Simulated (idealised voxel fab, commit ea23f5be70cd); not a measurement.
process module | voxel self aligned vias
cross-section cut | 230 nm wide | cells 5 nm
A cross-section is a grid of square cells, given in bands from the top down. A band is one or more rows of cells.
Each band's line starts with the height of the band's top and of its bottom, in nm. Then come its materials from left to right, each with its width in nm. One material with "throughout" fills the band from edge to edge. "air" is empty space.
Height 0 is the level under which the wafer as received is all one material. The lowest band goes on downwards, as in "0 down".
A width such as "30 to 40" changes by the same amount from each row of cells to the next, from the band's top row to its bottom row.
"no change" after a step means that no cell of the cross-section changed.
closed voids: empty space of 8 cells or more with no open way to the top, each as width x height at its distance from the left edge, in nm
after a step's settings: what the simulator itself notes on the step
overlay nm, on a step with a mask: how far to the right of its planned place the mask lay; to the left if negative
plan
1 op RECEIVE | material Si
2 op CONFORMAL_DEP | material SiO2 | thk nm 10
3 op CONFORMAL_DEP | material SiCN | thk nm 5
4 op DIRECTIONAL_DEP | material SiO2 | thk nm 30
5 op DIRECTIONAL_DEP | material aC | thk nm 15
6 op PATTERN | tone open | mask id LINES | material resist | width nm 25 | pitch nm 55 | thk nm 30 | overlay nm 0
7 op DIRECTIONAL_ETCH | etch materials aC | depth nm 15
8 op STRIP | etch materials resist
9 op DIRECTIONAL_ETCH | etch materials SiO2 | depth nm 30
10 op STRIP | etch materials aC
11 op CONFORMAL_DEP | material TiN | thk nm 5
12 op FILL_DEP | material W | thk nm 5
13 op CMP | height nm 45
14 op SELECTIVE_ETCH | etch materials W Ru TiN | depth nm 10
15 op FILL_DEP | material SiN | thk nm 5
16 op CMP | height nm 45
17 op DIRECTIONAL_DEP | material SiO2 | thk nm 15
18 op DIRECTIONAL_DEP | material aC | thk nm 10
19 op PATTERN | tone open | mask id VIAS | material resist | width nm 35 | pitch nm 55 | thk nm 25 | overlay nm 0
20 op DIRECTIONAL_ETCH | etch materials aC | depth nm 10
21 op STRIP | etch materials resist
22 op DIRECTIONAL_ETCH | etch materials SiO2 | depth nm 15
23 op DIRECTIONAL_ETCH | etch materials SiN | depth nm 10
24 op STRIP | etch materials aC
25 op CONFORMAL_DEP | material TiN | thk nm 5
26 op FILL_DEP | material Ru | thk nm 5
27 op CMP | height nm 60
28 op CONFORMAL_DEP | material SiCN | thk nm 5
as received, after step 1
  0 down: Si throughout
  closed voids: none
a wafer at the end: this start, this plan, one mistake
  65 to 60: SiCN throughout
  60 to 50: SiO2 45 | TiN 5 | Ru 20 | TiN 5 | SiO2 25 | TiN 5 | Ru 20 | TiN 5 | SiO2 25 | TiN 5 | Ru 20 | TiN 5 | SiO2 45
  50 to 40: SiO2 45 | TiN 5 | Ru 15 | TiN 10 to 5 | SiO2 25 to 30 | TiN 5 | Ru 15 | TiN 10 to 5 | SiO2 25 to 30 | TiN 5 | Ru 15 | TiN 10 to 5 | SiO2 45 to 50
  40 to 35: SiO2 45 | TiN 25 | SiO2 30 | TiN 25 | SiO2 30 | TiN 25 | SiO2 50
  35 to 20: SiO2 45 | TiN 5 | W 15 | TiN 5 | SiO2 30 | TiN 5 | W 15 | TiN 5 | SiO2 30 | TiN 5 | W 15 | TiN 5 | SiO2 50
  20 to 15: SiO2 45 | TiN 25 | SiO2 30 | TiN 25 | SiO2 30 | TiN 25 | SiO2 50
  15 to 10: SiCN throughout
  10 to 0: SiO2 throughout
  0 down: Si throughout
  closed voids: none
what went wrong: step 19 ran as: op PATTERN | tone open | mask id VIAS | material resist | width nm 30 | pitch nm 55 | thk nm 25 | overlay nm 0
